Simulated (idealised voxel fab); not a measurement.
Module name: voxel self aligned vias (process module)
Xsec cut, 270 nm wide, square cell size 5 nm.
If you're reading a cross-section in this doc, picture square cells in a grid; it comes to you as bands, top ones listed first down to the bottom, and a band can be one or more rows of cells. Band: top and bottom heights (nm) first, top before bottom; then materials from left to right, widths in nm. "edge to edge" marks a sole material filling the band edge to edge. "blank" denotes empty space. All heights in this document are referenced to 0, defined as the level beneath which the wafer, as received, consists entirely of one material. The lowest band is not bounded below; it extends indefinitely downward and is written in the form "0 and below". With a width like "30->40", each row of cells in the band differs from the next by the same amount, the top row carrying the first number and the bottom row the second. Where the words "remains unaltered" appear for a step, the cross-section shows no cell changed by that step; every cell remained as before. Empty spaces counting at least 8 cells and having no open way to the top are listed in "Fully sealed cavities". The notation width x height at distance is used for each, the distance being from the left edge and all three values in nm. Formally, on a step line, whatever follows the settings is a remark that the simulator itself makes on the step. If you see "overlay nm" on a step's line and that step has a mask, it's telling you how far right of where it was planned the mask ended up; a negative number means it went left instead.

-- plan
step 1: RECEIVE [material Si]
step 2: CONFORMAL_DEP [material SiO2] [thk nm 15]
step 3: CONFORMAL_DEP [material SiCN] [thk nm 5]
step 4: DIRECTIONAL_DEP [material SiO2] [thk nm 25]
step 5: MASKED_ETCH [tone open] [mask id LINES] [width nm 30] [pitch nm 80] [etch materials SiO2] [depth nm 25] [overlay nm 0]
step 6: CONFORMAL_DEP [material TiN] [thk nm 5]
step 7: FILL_DEP [material W] [thk nm 10]
step 8: CMP [height nm 45]
step 9: SELECTIVE_ETCH [etch materials W Ru TiN] [depth nm 10]
step 10: FILL_DEP [material SiN] [thk nm 10]
step 11: CMP [height nm 45]
step 12: DIRECTIONAL_DEP [material SiO2] [thk nm 15]
step 13: PATTERN [tone open] [mask id VIAS] [material resist] [width nm 50] [pitch nm 80] [thk nm 20] [overlay nm 0]
step 14: DIRECTIONAL_ETCH [etch materials SiO2] [depth nm 15]
step 15: DIRECTIONAL_ETCH [etch materials SiN] [depth nm 10]
step 16: STRIP [etch materials resist]
step 17: CONFORMAL_DEP [material TiN] [thk nm 5]
step 18: FILL_DEP [material W] [thk nm 10]
step 19: CMP [height nm 60]
step 20: CONFORMAL_DEP [material SiCN] [thk nm 5]

-- Incoming wafer in cross-section (state: after step 1)
	0 and below  Si edge to edge
	Fully sealed cavities: none

-- End-of-module XS, first of two wafers, run as planned
	65 down to 60  SiCN edge to edge
	60 down to 50  SiO2: 70 / TiN: 5 / W: 40 / TiN: 5 / SiO2: 30 / TiN: 5 / W: 40 / TiN: 5 / SiO2: 70
	50 down to 40  SiO2: 70->80 / TiN: 15->5 / W: 20 / TiN: 15->5 / SiO2: 30->50 / TiN: 15->5 / W: 20 / TiN: 15->5 / SiO2: 70->80
	40 down to 35  SiO2: 80 / TiN: 30 / SiO2: 50 / TiN: 30 / SiO2: 80
	35 down to 25  SiO2: 80 / TiN: 5 / W: 20 / TiN: 5 / SiO2: 50 / TiN: 5 / W: 20 / TiN: 5 / SiO2: 80
	25 down to 20  SiO2: 80 / TiN: 30 / SiO2: 50 / TiN: 30 / SiO2: 80
	20 down to 15  SiCN edge to edge
	15 down to 0  SiO2 edge to edge
	0 and below  Si edge to edge
	Fully sealed cavities: none

-- Module end: cross-section of wafer two of two. Same start and process plan as the first wafer. One mistake during execution
	65 down to 60  SiCN edge to edge
	60 down to 50  SiO2: 70 / TiN: 5 / W: 45 / TiN: 5 / SiO2: 25 / TiN: 5 / W: 45 / TiN: 5 / SiO2: 65
	50 down to 40  SiO2: 70->80 / TiN: 15->5 / W: 20 / TiN: 20->5 / SiO2: 25->50 / TiN: 15->5 / W: 20 / TiN: 20->5 / SiO2: 65->80
	40 down to 35  SiO2: 80 / TiN: 30 / SiO2: 50 / TiN: 30 / SiO2: 80
	35 down to 25  SiO2: 80 / TiN: 5 / W: 20 / TiN: 5 / SiO2: 50 / TiN: 5 / W: 20 / TiN: 5 / SiO2: 80
	25 down to 20  SiO2: 80 / TiN: 30 / SiO2: 50 / TiN: 30 / SiO2: 80
	20 down to 15  SiCN edge to edge
	15 down to 0  SiO2 edge to edge
	0 and below  Si edge to edge
	Fully sealed cavities: none
Error vs. plan: off-plan run, step 13, actual operation and settings PATTERN [tone open] [mask id VIAS] [material resist] [width nm 55] [pitch nm 80] [thk nm 20] [overlay nm 0]
Final cells, second wafer relative to first, materials higher or lower: 6 fewer of SiO2; 2 more of TiN; 4 more of W
